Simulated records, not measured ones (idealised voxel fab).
The following process module bears the name voxel transistor to metal.
Square cell edge 5 nm, section width 210 nm, ID cut.
Think of the cross-section as a grid of square cells. We describe it in bands, top to bottom, and each band covers one or more rows of those cells. This entry defines a band. It first specifies the height of the band's top and the height of its bottom in nm, and then specifies the band's materials from left to right, stating each material with its width in nm. The word "full width" identifies a single material that fills the band from edge to edge, while the word "blank" identifies empty space. Height reference: 0 = level under which incoming wafer is all one material. Lowest band: no bottom, runs on downward, e.g. "0 down". A two-number width, for instance "30 to 40", indicates that the width is equal to the first number in the top row of the band and to the second number in the bottom row, and that it changes by a constant amount per row of cells. For the purposes of this document, the phrase "remained unchanged" attached to a step denotes that no cell within the cross-section was modified by that step. The label "Enclosed void inventory" introduces a list of the empty spaces, 8 cells or larger, that have no open way up to the top; each entry in it reads width x height at distance, where the distance is taken from the left edge and all three are stated in nm. Past the settings on a step's line: simulator remark, on that step. Each step line may optionally specify "overlay nm", which for a step with a mask gives the rightward distance between the mask's planned place and where it lay, a negative value indicating the leftward direction. Each pair of cross-sections that follows straddles one process step: the one shows the state before the step, the other the state after it, down to the lowest band that changed and no further. The step in question, and its settings, are given under the pair. Note that a pair is not necessarily a continuation of the pair above it, since pairs can come from different runs of this module on the same starting wafer; it is a continuation only where its entry headed "Before step" says so.
-- Before step
45 to 30: 55 of SiO2; 20 of blank; 55 of SiO2; 20 of blank; 60 of SiO2
30 to 20: 55 of SiO2; 20 of blank; 10 of SiO2; 10 of SiN; 15 of SiCN; 10 of SiN; 10 of SiO2; 20 of blank; 60 of SiO2
20 to 5: 55 of SiO2; 20 of blank; 10 of SiO2; 10 of SiN; 15 of polySi; 10 of SiN; 10 of SiO2; 20 of blank; 60 of SiO2
5 to 0: 55 of SiO2; 15 of blank; 15 of nSi; 10 of SiN; 15 of polySi; 10 of SiN; 15 of nSi; 15 of blank; 60 of SiO2
0 to -5: 30 of SiO2; 10 of SiN; 15 of SiO2; 15 of blank; 15 of nSi; 10 of SiN; 15 of polySi; 10 of SiN; 15 of nSi; 15 of blank; 15 of SiO2; 10 of SiN; 35 of SiO2
-5 to -10: 30 of SiO2; 20 of SiN; 35 of nSi; 35 of SiO2; 35 of nSi; 20 of SiN; 35 of SiO2
-10 to -15: 30 of SiO2; 20 of SiN; 5 of SiO2; 30 of nSi; 35 of Si; 30 of nSi; 5 of SiO2; 20 of SiN; 35 of SiO2
-15 to -20: 55 of SiO2; 30 of nSi; 35 of Si; 30 of nSi; 60 of SiO2
-20 to -35: 50 of SiO2; 105 of Si; 55 of SiO2
-35 down: Si full width
Enclosed void inventory: none
-- Resultant Cross-Section
50 to 45: 60 of TiN; 10 of blank; 65 of TiN; 10 of blank; 65 of TiN
45 to 30: 55 of SiO2; 5 of TiN; 10 of blank; 5 of TiN; 55 of SiO2; 5 of TiN; 10 of blank; 5 of TiN; 60 of SiO2
30 to 20: 55 of SiO2; 5 of TiN; 10 of blank; 5 of TiN; 10 of SiO2; 10 of SiN; 15 of SiCN; 10 of SiN; 10 of SiO2; 5 of TiN; 10 of blank; 5 of TiN; 60 of SiO2
20 to 10: 55 of SiO2; 5 of TiN; 10 of blank; 5 of TiN; 10 of SiO2; 10 of SiN; 15 of polySi; 10 of SiN; 10 of SiO2; 5 of TiN; 10 of blank; 5 of TiN; 60 of SiO2
10 to 5: 55 of SiO2; 5 of TiN; 5 of blank; 10 of TiN; 10 of SiO2; 10 of SiN; 15 of polySi; 10 of SiN; 10 of SiO2; 10 of TiN; 5 of blank; 5 of TiN; 60 of SiO2
5 to 0: 55 of SiO2; 5 of TiN; 5 of blank; 5 of TiN; 15 of nSi; 10 of SiN; 15 of polySi; 10 of SiN; 15 of nSi; 5 of TiN; 5 of blank; 5 of TiN; 60 of SiO2
0 to -5: 30 of SiO2; 10 of SiN; 15 of SiO2; 15 of TiN; 15 of nSi; 10 of SiN; 15 of polySi; 10 of SiN; 15 of nSi; 15 of TiN; 15 of SiO2; 10 of SiN; 35 of SiO2
All layers under -5 are left as they were.
Enclosed void inventory: none
The before and after cross-sections above differ by one step: op CONFORMAL_DEP | material TiN | thk nm 5
Before step: see preceding pair, after cross-section.
-- Resultant Cross-Section
55 to 50: W full width
50 to 45: 60 of TiN; 10 of W; 65 of TiN; 10 of W; 65 of TiN
45 to 30: 55 of SiO2; 5 of TiN; 10 of W; 5 of TiN; 55 of SiO2; 5 of TiN; 10 of W; 5 of TiN; 60 of SiO2
30 to 20: 55 of SiO2; 5 of TiN; 10 of W; 5 of TiN; 10 of SiO2; 10 of SiN; 15 of SiCN; 10 of SiN; 10 of SiO2; 5 of TiN; 10 of W; 5 of TiN; 60 of SiO2
20 to 10: 55 of SiO2; 5 of TiN; 10 of W; 5 of TiN; 10 of SiO2; 10 of SiN; 15 of polySi; 10 of SiN; 10 of SiO2; 5 of TiN; 10 of W; 5 of TiN; 60 of SiO2
10 to 5: 55 of SiO2; 5 of TiN; 5 of W; 10 of TiN; 10 of SiO2; 10 of SiN; 15 of polySi; 10 of SiN; 10 of SiO2; 10 of TiN; 5 of W; 5 of TiN; 60 of SiO2
5 to 0: 55 of SiO2; 5 of TiN; 5 of W; 5 of TiN; 15 of nSi; 10 of SiN; 15 of polySi; 10 of SiN; 15 of nSi; 5 of TiN; 5 of W; 5 of TiN; 60 of SiO2
All layers under 0 are left as they were.
Enclosed void inventory: none
The before and after cross-sections above differ by one step: op FILL_DEP | material W | thk nm 5
Before step: see preceding pair, after cross-section.
-- Resultant Cross-Section
45 to 30: 55 of SiO2; 5 of TiN; 10 of W; 5 of TiN; 55 of SiO2; 5 of TiN; 10 of W; 5 of TiN; 60 of SiO2
All layers under 30 are left as they were.
Enclosed void inventory: none
The before and after cross-sections above differ by one step: op CMP | height nm 45
Before step: see preceding pair, after cross-section.
-- Resultant Cross-Section
50 to 45: SiCN full width
All layers under 45 are left as they were.
Enclosed void inventory: none
The before and after cross-sections above differ by one step: op CONFORMAL_DEP | material SiCN | thk nm 5
Before step: see preceding pair, after cross-section.
-- Resultant Cross-Section
75 to 50: lowk full width
All layers under 50 are left as they were.
Enclosed void inventory: none
The before and after cross-sections above differ by one step: op DIRECTIONAL_DEP | material lowk | thk nm 25
Before step: see preceding pair, after cross-section.
-- Resultant Cross-Section
90 to 75: 55 of resist; 20 of blank; 55 of resist; 20 of blank; 60 of resist
All layers under 75 are left as they were.
Enclosed void inventory: none
The before and after cross-sections above differ by one step: op PATTERN | tone open | mask id METAL_1 | material resist | width nm 20 | pitch nm 75 | thk nm 15 | overlay nm 0
Before step: see preceding pair, after cross-section.
-- Resultant Cross-Section
90 to 75: 55 of resist; 20 of blank; 55 of resist; 20 of blank; 60 of resist
75 to 50: 55 of lowk; 20 of blank; 55 of lowk; 20 of blank; 60 of lowk
All layers under 50 are left as they were.
Enclosed void inventory: none
The before and after cross-sections above differ by one step: op DIRECTIONAL_ETCH | etch materials lowk | depth nm 25
Before step: see preceding pair, after cross-section.
-- Resultant Cross-Section
90 to 75: 55 of resist; 20 of blank; 55 of resist; 20 of blank; 60 of resist
75 to 50: 55 of lowk; 20 of blank; 55 of lowk; 20 of blank; 60 of lowk
50 to 45: 55 of SiCN; 20 of blank; 55 of SiCN; 20 of blank; 60 of SiCN
All layers under 45 are left as they were.
Enclosed void inventory: none
The before and after cross-sections above differ by one step: op DIRECTIONAL_ETCH | etch materials SiCN | depth nm 5
Before step: see preceding pair, after cross-section.
-- Resultant Cross-Section
75 to 50: 55 of lowk; 20 of blank; 55 of lowk; 20 of blank; 60 of lowk
All layers under 50 are left as they were.
Enclosed void inventory: none
The before and after cross-sections above differ by one step: op STRIP | etch materials resist
Before step: see preceding pair, after cross-section.
-- Resultant Cross-Section
80 to 75: 60 of TiN; 10 of blank; 65 of TiN; 10 of blank; 65 of TiN
75 to 50: 55 of lowk; 5 of TiN; 10 of blank; 5 of TiN; 55 of lowk; 5 of TiN; 10 of blank; 5 of TiN; 60 of lowk
50 to 45: 55 of SiCN; 20 of TiN; 55 of SiCN; 20 of TiN; 60 of SiCN
All layers under 45 are left as they were.
Enclosed void inventory: none
The before and after cross-sections above differ by one step: op CONFORMAL_DEP | material TiN | thk nm 5
Before step: see preceding pair, after cross-section.
-- Resultant Cross-Section
90 to 80: Ru full width
80 to 75: 60 of TiN; 10 of Ru; 65 of TiN; 10 of Ru; 65 of TiN
75 to 50: 55 of lowk; 5 of TiN; 10 of Ru; 5 of TiN; 55 of lowk; 5 of TiN; 10 of Ru; 5 of TiN; 60 of lowk
All layers under 50 are left as they were.
Enclosed void inventory: none
The before and after cross-sections above differ by one step: op FILL_DEP | material Ru | thk nm 10
Before step: see preceding pair, after cross-section.
-- Resultant Cross-Section
75 to 50: 55 of lowk; 5 of TiN; 10 of Ru; 5 of TiN; 55 of lowk; 5 of TiN; 10 of Ru; 5 of TiN; 60 of lowk
All layers under 50 are left as they were.
Enclosed void inventory: none
The before and after cross-sections above differ by one step: op CMP | height nm 75
Before step: see preceding pair, after cross-section.
-- Resultant Cross-Section
80 to 75: SiN full width
All layers under 75 are left as they were.
Enclosed void inventory: none
The before and after cross-sections above differ by one step: op CONFORMAL_DEP | material SiN | thk nm 5
-- Before step
0 to -5: 40 of SiO2; 125 of blank; 45 of SiO2
-5 to -10: SiO2 full width
-10 to -35: 50 of SiO2; 105 of Si; 55 of SiO2
-35 down: Si full width
Enclosed void inventory: none
-- Resultant Cross-Section
20 to 15: 40 of polySi; 125 of blank; 45 of polySi
15 to 0: polySi full width
0 to -5: 40 of SiO2; 125 of polySi; 45 of SiO2
All layers under -5 are left as they were.
Enclosed void inventory: none
The before and after cross-sections above differ by one step: op DIRECTIONAL_DEP | material polySi | thk nm 20
Before step: see preceding pair, after cross-section.
-- Resultant Cross-Section
30 to 25: 40 of SiCN; 125 of blank; 45 of SiCN
25 to 20: SiCN full width
20 to 15: 40 of polySi; 125 of SiCN; 45 of polySi
All layers under 15 are left as they were.
Enclosed void inventory: none
The before and after cross-sections above differ by one step: op DIRECTIONAL_DEP | material SiCN | thk nm 10
Before step: see preceding pair, after cross-section.
-- Resultant Cross-Section
40 to 35: 40 of aC; 125 of blank; 45 of aC
35 to 30: aC full width
30 to 25: 40 of SiCN; 125 of aC; 45 of SiCN
All layers under 25 are left as they were.
Enclosed void inventory: none
The before and after cross-sections above differ by one step: op DIRECTIONAL_DEP | material aC | thk nm 10
Before step: see preceding pair, after cross-section.
-- Resultant Cross-Section
65 to 40: 95 of blank; 15 of resist; 100 of blank
40 to 35: 40 of aC; 55 of blank; 15 of resist; 55 of blank; 45 of aC
All layers under 35 are left as they were.
Enclosed void inventory: none
The before and after cross-sections above differ by one step: op PATTERN | tone cover | mask id GATE | material resist | width nm 15 | thk nm 25 | overlay nm 0
Before step: see preceding pair, after cross-section.
-- Resultant Cross-Section
55 to 35: 95 of blank; 15 of resist; 100 of blank
35 to 30: 95 of blank; 15 of aC; 100 of blank
30 to 25: 40 of SiCN; 55 of blank; 15 of aC; 55 of blank; 45 of SiCN
All layers under 25 are left as they were.
Enclosed void inventory: none
The before and after cross-sections above differ by one step: op DIRECTIONAL_ETCH | etch materials aC | depth nm 10
Before step: see preceding pair, after cross-section.
-- Resultant Cross-Section
35 to 30: 95 of blank; 15 of aC; 100 of blank
All layers under 30 are left as they were.
Enclosed void inventory: none
The before and after cross-sections above differ by one step: op STRIP | etch materials resist
Before step: see preceding pair, after cross-section.
-- Resultant Cross-Section
35 to 25: 95 of blank; 15 of aC; 100 of blank
25 to 20: 95 of blank; 15 of SiCN; 100 of blank
20 to 15: 40 of polySi; 55 of blank; 15 of SiCN; 55 of blank; 45 of polySi
All layers under 15 are left as they were.
Enclosed void inventory: none
The before and after cross-sections above differ by one step: op DIRECTIONAL_ETCH | etch materials SiCN | depth nm 20
Before step: see preceding pair, after cross-section.
-- Resultant Cross-Section
35 to 25: 95 of blank; 15 of aC; 100 of blank
25 to 15: 95 of blank; 15 of SiCN; 100 of blank
15 to 0: 95 of blank; 15 of polySi; 100 of blank
0 to -5: 40 of SiO2; 55 of blank; 15 of polySi; 55 of blank; 45 of SiO2
All layers under -5 are left as they were.
Enclosed void inventory: none
The before and after cross-sections above differ by one step: op DIRECTIONAL_ETCH | etch materials polySi | depth nm 35
Before step: see preceding pair, after cross-section.
-- Resultant Cross-Section
25 to 15: 95 of blank; 15 of SiCN; 100 of blank
All layers under 15 are left as they were.
Enclosed void inventory: none
The before and after cross-sections above differ by one step: op STRIP | etch materials aC
Before step: see preceding pair, after cross-section.
-- Resultant Cross-Section
35 to 25: 85 of blank; 35 of SiN; 90 of blank
25 to 15: 85 of blank; 10 of SiN; 15 of SiCN; 10 of SiN; 90 of blank
15 to 10: 85 of blank; 10 of SiN; 15 of polySi; 10 of SiN; 90 of blank
10 to 5: 50 of SiN; 35 of blank; 10 of SiN; 15 of polySi; 10 of SiN; 35 of blank; 55 of SiN
5 to 0: 95 of SiN; 15 of polySi; 100 of SiN
0 to -5: 40 of SiO2; 55 of SiN; 15 of polySi; 55 of SiN; 45 of SiO2
All layers under -5 are left as they were.
Enclosed void inventory: none
The before and after cross-sections above differ by one step: op CONFORMAL_DEP | material SiN | thk nm 10
Before step: see preceding pair, after cross-section.
-- Resultant Cross-Section
25 to 15: 85 of blank; 10 of SiN; 15 of SiCN; 10 of SiN; 90 of blank
15 to 0: 85 of blank; 10 of SiN; 15 of polySi; 10 of SiN; 90 of blank
0 to -5: 40 of SiO2; 10 of SiN; 35 of blank; 10 of SiN; 15 of polySi; 10 of SiN; 35 of blank; 10 of SiN; 45 of SiO2
All layers under -5 are left as they were.
Enclosed void inventory: none
The before and after cross-sections above differ by one step: op DIRECTIONAL_ETCH | etch materials SiN | depth nm 10
Before step: see preceding pair, after cross-section.
-- Resultant Cross-Section
25 to 15: 85 of blank; 10 of SiN; 15 of SiCN; 10 of SiN; 90 of blank
15 to 0: 85 of blank; 10 of SiN; 15 of polySi; 10 of SiN; 90 of blank
0 to -5: 40 of blank; 10 of SiN; 35 of blank; 10 of SiN; 15 of polySi; 10 of SiN; 35 of blank; 10 of SiN; 45 of blank
-5 to -10: 50 of SiO2; 35 of blank; 35 of SiO2; 35 of blank; 55 of SiO2
All layers under -10 are left as they were.
Enclosed void inventory: none
The before and after cross-sections above differ by one step: op DIRECTIONAL_ETCH | etch materials SiO2 | depth nm 5
Before step: see preceding pair, after cross-section.
-- Resultant Cross-Section
25 to 15: 85 of blank; 10 of SiN; 15 of SiCN; 10 of SiN; 90 of blank
15 to 0: 85 of blank; 10 of SiN; 15 of polySi; 10 of SiN; 90 of blank
0 to -5: 40 of blank; 10 of SiN; 35 of blank; 10 of SiN; 15 of polySi; 10 of SiN; 35 of blank; 10 of SiN; 45 of blank
-5 to -10: 50 of SiO2; 35 of blank; 35 of SiO2; 35 of blank; 55 of SiO2
-10 to -20: 50 of SiO2; 35 of blank; 35 of Si; 35 of blank; 55 of SiO2
All layers under -20 are left as they were.
Enclosed void inventory: none
The before and after cross-sections above differ by one step: op DIRECTIONAL_ETCH | etch materials Si | depth nm 10
Before step: see preceding pair, after cross-section.
-- Resultant Cross-Section
25 to 15: 85 of blank; 10 of SiN; 15 of SiCN; 10 of SiN; 90 of blank
15 to 5: 85 of blank; 10 of SiN; 15 of polySi; 10 of SiN; 90 of blank
5 to 0: 70 of blank; 15 of nSi; 10 of SiN; 15 of polySi; 10 of SiN; 15 of nSi; 75 of blank
0 to -5: 40 of blank; 10 of SiN; 20 of blank; 15 of nSi; 10 of SiN; 15 of polySi; 10 of SiN; 15 of nSi; 20 of blank; 10 of SiN; 45 of blank
-5 to -10: 50 of SiO2; 35 of nSi; 35 of SiO2; 35 of nSi; 55 of SiO2
-10 to -20: 50 of SiO2; 35 of nSi; 35 of Si; 35 of nSi; 55 of SiO2
All layers under -20 are left as they were.
Enclosed void inventory: none
The before and after cross-sections above differ by one step: op EPI | material nSi | thk nm 15
Before step: see preceding pair, after cross-section.
-- Resultant Cross-Section
30 to 25: SiO2 full width
25 to 15: 85 of SiO2; 10 of SiN; 15 of SiCN; 10 of SiN; 90 of SiO2
15 to 5: 85 of SiO2; 10 of SiN; 15 of polySi; 10 of SiN; 90 of SiO2
5 to 0: 70 of SiO2; 15 of nSi; 10 of SiN; 15 of polySi; 10 of SiN; 15 of nSi; 75 of SiO2
0 to -5: 40 of SiO2; 10 of SiN; 20 of SiO2; 15 of nSi; 10 of SiN; 15 of polySi; 10 of SiN; 15 of nSi; 20 of SiO2; 10 of SiN; 45 of SiO2
All layers under -5 are left as they were.
Enclosed void inventory: none
The before and after cross-sections above differ by one step: op FILL_DEP | material SiO2 | thk nm 5
Before step: see preceding pair, after cross-section.
-- Resultant Cross-Section
45 to 25: SiO2 full width
All layers under 25 are left as they were.
Enclosed void inventory: none
The before and after cross-sections above differ by one step: op DIRECTIONAL_DEP | material SiO2 | thk nm 15
Before step: see preceding pair, after cross-section.
-- Resultant Cross-Section
55 to 45: aC full width
All layers under 45 are left as they were.
Enclosed void inventory: none
The before and after cross-sections above differ by one step: op DIRECTIONAL_DEP | material aC | thk nm 10
Before step: see preceding pair, after cross-section.
-- Resultant Cross-Section
85 to 55: 55 of resist; 20 of blank; 55 of resist; 20 of blank; 60 of resist
All layers under 55 are left as they were.
Enclosed void inventory: none
The before and after cross-sections above differ by one step: op PATTERN | tone open | mask id CONTACT | material resist | width nm 20 | pitch nm 75 | thk nm 30 | overlay nm 0
Before step: see preceding pair, after cross-section.
-- Resultant Cross-Section
75 to 55: 55 of resist; 20 of blank; 55 of resist; 20 of blank; 60 of resist
55 to 45: 55 of aC; 20 of blank; 55 of aC; 20 of blank; 60 of aC
All layers under 45 are left as they were.
Enclosed void inventory: none
The before and after cross-sections above differ by one step: op DIRECTIONAL_ETCH | etch materials aC | depth nm 10
Before step: see preceding pair, after cross-section.
-- Resultant Cross-Section
55 to 45: 55 of aC; 20 of blank; 55 of aC; 20 of blank; 60 of aC
All layers under 45 are left as they were.
Enclosed void inventory: none
The before and after cross-sections above differ by one step: op STRIP | etch materials resist
Before step: see preceding pair, after cross-section.
-- Resultant Cross-Section
55 to 45: 55 of aC; 20 of blank; 55 of aC; 20 of blank; 60 of aC
45 to 25: 55 of SiO2; 20 of blank; 55 of SiO2; 20 of blank; 60 of SiO2
25 to 15: 55 of SiO2; 20 of blank; 10 of SiO2; 10 of SiN; 15 of SiCN; 10 of SiN; 10 of SiO2; 20 of blank; 60 of SiO2
15 to 5: 55 of SiO2; 20 of blank; 10 of SiO2; 10 of SiN; 15 of polySi; 10 of SiN; 10 of SiO2; 20 of blank; 60 of SiO2
5 to 0: 55 of SiO2; 15 of blank; 15 of nSi; 10 of SiN; 15 of polySi; 10 of SiN; 15 of nSi; 15 of blank; 60 of SiO2
0 to -5: 40 of SiO2; 10 of SiN; 5 of SiO2; 15 of blank; 15 of nSi; 10 of SiN; 15 of polySi; 10 of SiN; 15 of nSi; 15 of blank; 5 of SiO2; 10 of SiN; 45 of SiO2
All layers under -5 are left as they were.
Enclosed void inventory: none
The before and after cross-sections above differ by one step: op DIRECTIONAL_ETCH | etch materials SiO2 | depth nm 50
Before step: see preceding pair, after cross-section.
-- Resultant Cross-Section
45 to 25: 55 of SiO2; 20 of blank; 55 of SiO2; 20 of blank; 60 of SiO2
All layers under 25 are left as they were.
Enclosed void inventory: none
The before and after cross-sections above differ by one step: op STRIP | etch materials aC
Before step: see preceding pair, after cross-section.
-- Resultant Cross-Section
50 to 45: 60 of TiN; 10 of blank; 65 of TiN; 10 of blank; 65 of TiN
45 to 25: 55 of SiO2; 5 of TiN; 10 of blank; 5 of TiN; 55 of SiO2; 5 of TiN; 10 of blank; 5 of TiN; 60 of SiO2
25 to 15: 55 of SiO2; 5 of TiN; 10 of blank; 5 of TiN; 10 of SiO2; 10 of SiN; 15 of SiCN; 10 of SiN; 10 of SiO2; 5 of TiN; 10 of blank; 5 of TiN; 60 of SiO2
15 to 5: 55 of SiO2; 5 of TiN; 10 to 5 of blank; 5 to 10 of TiN; 10 of SiO2; 10 of SiN; 15 of polySi; 10 of SiN; 10 of SiO2; 5 to 10 of TiN; 10 to 5 of blank; 5 of TiN; 60 of SiO2
5 to 0: 55 of SiO2; 5 of TiN; 5 of blank; 5 of TiN; 15 of nSi; 10 of SiN; 15 of polySi; 10 of SiN; 15 of nSi; 5 of TiN; 5 of blank; 5 of TiN; 60 of SiO2
0 to -5: 40 of SiO2; 10 of SiN; 5 of SiO2; 15 of TiN; 15 of nSi; 10 of SiN; 15 of polySi; 10 of SiN; 15 of nSi; 15 of TiN; 5 of SiO2; 10 of SiN; 45 of SiO2
All layers under -5 are left as they were.
Enclosed void inventory: none
The before and after cross-sections above differ by one step: op CONFORMAL_DEP | material TiN | thk nm 5
Before step: see preceding pair, after cross-section.
-- Resultant Cross-Section
55 to 50: W full width
50 to 45: 60 of TiN; 10 of W; 65 of TiN; 10 of W; 65 of TiN
45 to 25: 55 of SiO2; 5 of TiN; 10 of W; 5 of TiN; 55 of SiO2; 5 of TiN; 10 of W; 5 of TiN; 60 of SiO2
25 to 15: 55 of SiO2; 5 of TiN; 10 of W; 5 of TiN; 10 of SiO2; 10 of SiN; 15 of SiCN; 10 of SiN; 10 of SiO2; 5 of TiN; 10 of W; 5 of TiN; 60 of SiO2
15 to 5: 55 of SiO2; 5 of TiN; 10 to 5 of W; 5 to 10 of TiN; 10 of SiO2; 10 of SiN; 15 of polySi; 10 of SiN; 10 of SiO2; 5 to 10 of TiN; 10 to 5 of W; 5 of TiN; 60 of SiO2
5 to 0: 55 of SiO2; 5 of TiN; 5 of W; 5 of TiN; 15 of nSi; 10 of SiN; 15 of polySi; 10 of SiN; 15 of nSi; 5 of TiN; 5 of W; 5 of TiN; 60 of SiO2
All layers under 0 are left as they were.
Enclosed void inventory: none
The before and after cross-sections above differ by one step: op FILL_DEP | material W | thk nm 5
Before step: see preceding pair, after cross-section.
-- Resultant Cross-Section
45 to 25: 55 of SiO2; 5 of TiN; 10 of W; 5 of TiN; 55 of SiO2; 5 of TiN; 10 of W; 5 of TiN; 60 of SiO2
All layers under 25 are left as they were.
Enclosed void inventory: none
The before and after cross-sections above differ by one step: op CMP | height nm 45
Before step: see preceding pair, after cross-section.
-- Resultant Cross-Section
50 to 45: SiCN full width
All layers under 45 are left as they were.
Enclosed void inventory: none
The before and after cross-sections above differ by one step: op CONFORMAL_DEP | material SiCN | thk nm 5
Before step: see preceding pair, after cross-section.
-- Resultant Cross-Section
75 to 50: lowk full width
All layers under 50 are left as they were.
Enclosed void inventory: none
The before and after cross-sections above differ by one step: op DIRECTIONAL_DEP | material lowk | thk nm 25
Before step: see preceding pair, after cross-section.
-- Resultant Cross-Section
90 to 75: 55 of resist; 20 of blank; 55 of resist; 20 of blank; 60 of resist
All layers under 75 are left as they were.
Enclosed void inventory: none
The before and after cross-sections above differ by one step: op PATTERN | tone open | mask id METAL_1 | material resist | width nm 20 | pitch nm 75 | thk nm 15 | overlay nm 0
Before step: see preceding pair, after cross-section.
-- Resultant Cross-Section
90 to 75: 55 of resist; 20 of blank; 55 of resist; 20 of blank; 60 of resist
75 to 50: 55 of lowk; 20 of blank; 55 of lowk; 20 of blank; 60 of lowk
All layers under 50 are left as they were.
Enclosed void inventory: none
The before and after cross-sections above differ by one step: op DIRECTIONAL_ETCH | etch materials lowk | depth nm 25
Before step: see preceding pair, after cross-section.
-- Resultant Cross-Section
90 to 75: 55 of resist; 20 of blank; 55 of resist; 20 of blank; 60 of resist
75 to 50: 55 of lowk; 20 of blank; 55 of lowk; 20 of blank; 60 of lowk
50 to 45: 55 of SiCN; 20 of blank; 55 of SiCN; 20 of blank; 60 of SiCN
All layers under 45 are left as they were.
Enclosed void inventory: none
The before and after cross-sections above differ by one step: op DIRECTIONAL_ETCH | etch materials SiCN | depth nm 5
Before step: see preceding pair, after cross-section.
-- Resultant Cross-Section
75 to 50: 55 of lowk; 20 of blank; 55 of lowk; 20 of blank; 60 of lowk
All layers under 50 are left as they were.
Enclosed void inventory: none
The before and after cross-sections above differ by one step: op STRIP | etch materials resist
Before step: see preceding pair, after cross-section.
-- Resultant Cross-Section
80 to 75: 60 of TiN; 10 of blank; 65 of TiN; 10 of blank; 65 of TiN
75 to 50: 55 of lowk; 5 of TiN; 10 of blank; 5 of TiN; 55 of lowk; 5 of TiN; 10 of blank; 5 of TiN; 60 of lowk
50 to 45: 55 of SiCN; 20 of TiN; 55 of SiCN; 20 of TiN; 60 of SiCN
All layers under 45 are left as they were.
Enclosed void inventory: none
The before and after cross-sections above differ by one step: op CONFORMAL_DEP | material TiN | thk nm 5
Before step: see preceding pair, after cross-section.
-- Resultant Cross-Section
90 to 80: Ru full width
80 to 75: 60 of TiN; 10 of Ru; 65 of TiN; 10 of Ru; 65 of TiN
75 to 50: 55 of lowk; 5 of TiN; 10 of Ru; 5 of TiN; 55 of lowk; 5 of TiN; 10 of Ru; 5 of TiN; 60 of lowk
All layers under 50 are left as they were.
Enclosed void inventory: none
The before and after cross-sections above differ by one step: op FILL_DEP | material Ru | thk nm 10
Before step: see preceding pair, after cross-section.
-- Resultant Cross-Section
75 to 50: 55 of lowk; 5 of TiN; 10 of Ru; 5 of TiN; 55 of lowk; 5 of TiN; 10 of Ru; 5 of TiN; 60 of lowk
All layers under 50 are left as they were.
Enclosed void inventory: none
The before and after cross-sections above differ by one step: op CMP | height nm 75
Before step: see preceding pair, after cross-section.
-- Resultant Cross-Section
80 to 75: SiN full width
All layers under 75 are left as they were.
Enclosed void inventory: none
The before and after cross-sections above differ by one step: op CONFORMAL_DEP | material SiN | thk nm 5
-- Before step
75 to 50: lowk full width
50 to 45: SiCN full width
45 to 30: 55 of SiO2; 5 of TiN; 10 of W; 5 of TiN; 55 of SiO2; 5 of TiN; 10 of W; 5 of TiN; 60 of SiO2
30 to 20: 55 of SiO2; 5 of TiN; 10 of W; 5 of TiN; 10 of SiO2; 10 of SiN; 15 of SiCN; 10 of SiN; 10 of SiO2; 5 of TiN; 10 of W; 5 of TiN; 60 of SiO2
20 to 10: 55 of SiO2; 5 of TiN; 10 of W; 5 of TiN; 10 of SiO2; 10 of SiN; 15 of polySi; 10 of SiN; 10 of SiO2; 5 of TiN; 10 of W; 5 of TiN; 60 of SiO2
10 to 5: 55 of SiO2; 5 of TiN; 5 of W; 10 of TiN; 10 of SiO2; 10 of SiN; 15 of polySi; 10 of SiN; 10 of SiO2; 10 of TiN; 5 of W; 5 of TiN; 60 of SiO2
5 to 0: 55 of SiO2; 5 of TiN; 5 of W; 5 of TiN; 15 of nSi; 10 of SiN; 15 of polySi; 10 of SiN; 15 of nSi; 5 of TiN; 5 of W; 5 of TiN; 60 of SiO2
0 to -5: 40 of SiO2; 10 of SiN; 5 of SiO2; 15 of TiN; 15 of nSi; 10 of SiN; 15 of polySi; 10 of SiN; 15 of nSi; 15 of TiN; 5 of SiO2; 10 of SiN; 45 of SiO2
-5 to -10: 50 of SiO2; 35 of nSi; 35 of SiO2; 35 of nSi; 55 of SiO2
-10 to -20: 50 of SiO2; 35 of nSi; 35 of Si; 35 of nSi; 55 of SiO2
-20 to -35: 50 of SiO2; 105 of Si; 55 of SiO2
-35 down: Si full width
Enclosed void inventory: none
-- Resultant Cross-Section
90 to 75: 55 of resist; 25 of blank; 50 of resist; 25 of blank; 55 of resist
All layers under 75 are left as they were.
Enclosed void inventory: none
The before and after cross-sections above differ by one step: op PATTERN | tone open | mask id METAL_1 | material resist | width nm 25 | pitch nm 75 | thk nm 15 | overlay nm 0
Before step: see preceding pair, after cross-section.
-- Resultant Cross-Section
90 to 75: 55 of resist; 25 of blank; 50 of resist; 25 of blank; 55 of resist
75 to 50: 55 of lowk; 25 of blank; 50 of lowk; 25 of blank; 55 of lowk
All layers under 50 are left as they were.
Enclosed void inventory: none
The before and after cross-sections above differ by one step: op DIRECTIONAL_ETCH | etch materials lowk | depth nm 25
Before step: see preceding pair, after cross-section.
-- Resultant Cross-Section
90 to 75: 55 of resist; 25 of blank; 50 of resist; 25 of blank; 55 of resist
75 to 50: 55 of lowk; 25 of blank; 50 of lowk; 25 of blank; 55 of lowk
50 to 45: 55 of SiCN; 25 of blank; 50 of SiCN; 25 of blank; 55 of SiCN
All layers under 45 are left as they were.
Enclosed void inventory: none
The before and after cross-sections above differ by one step: op DIRECTIONAL_ETCH | etch materials SiCN | depth nm 5
Before step: see preceding pair, after cross-section.
-- Resultant Cross-Section
75 to 50: 55 of lowk; 25 of blank; 50 of lowk; 25 of blank; 55 of lowk
All layers under 50 are left as they were.
Enclosed void inventory: none
The before and after cross-sections above differ by one step: op STRIP | etch materials resist
Before step: see preceding pair, after cross-section.
-- Resultant Cross-Section
80 to 75: 60 of TiN; 15 of blank; 60 of TiN; 15 of blank; 60 of TiN
75 to 50: 55 of lowk; 5 of TiN; 15 of blank; 5 of TiN; 50 of lowk; 5 of TiN; 15 of blank; 5 of TiN; 55 of lowk
50 to 45: 55 of SiCN; 25 of TiN; 50 of SiCN; 25 of TiN; 55 of SiCN
All layers under 45 are left as they were.
Enclosed void inventory: none
The before and after cross-sections above differ by one step: op CONFORMAL_DEP | material TiN | thk nm 5
Before step: see preceding pair, after cross-section.
-- Resultant Cross-Section
90 to 80: Ru full width
80 to 75: 60 of TiN; 15 of Ru; 60 of TiN; 15 of Ru; 60 of TiN
75 to 50: 55 of lowk; 5 of TiN; 15 of Ru; 5 of TiN; 50 of lowk; 5 of TiN; 15 of Ru; 5 of TiN; 55 of lowk
All layers under 50 are left as they were.
Enclosed void inventory: none
The before and after cross-sections above differ by one step: op FILL_DEP | material Ru | thk nm 10
Before step: see preceding pair, after cross-section.
-- Resultant Cross-Section
75 to 50: 55 of lowk; 5 of TiN; 15 of Ru; 5 of TiN; 50 of lowk; 5 of TiN; 15 of Ru; 5 of TiN; 55 of lowk
All layers under 50 are left as they were.
Enclosed void inventory: none
The before and after cross-sections above differ by one step: op CMP | height nm 75
Before step: see preceding pair, after cross-section.
-- Resultant Cross-Section
80 to 75: SiN full width
All layers under 75 are left as they were.
Enclosed void inventory: none
The before and after cross-sections above differ by one step: op CONFORMAL_DEP | material SiN | thk nm 5
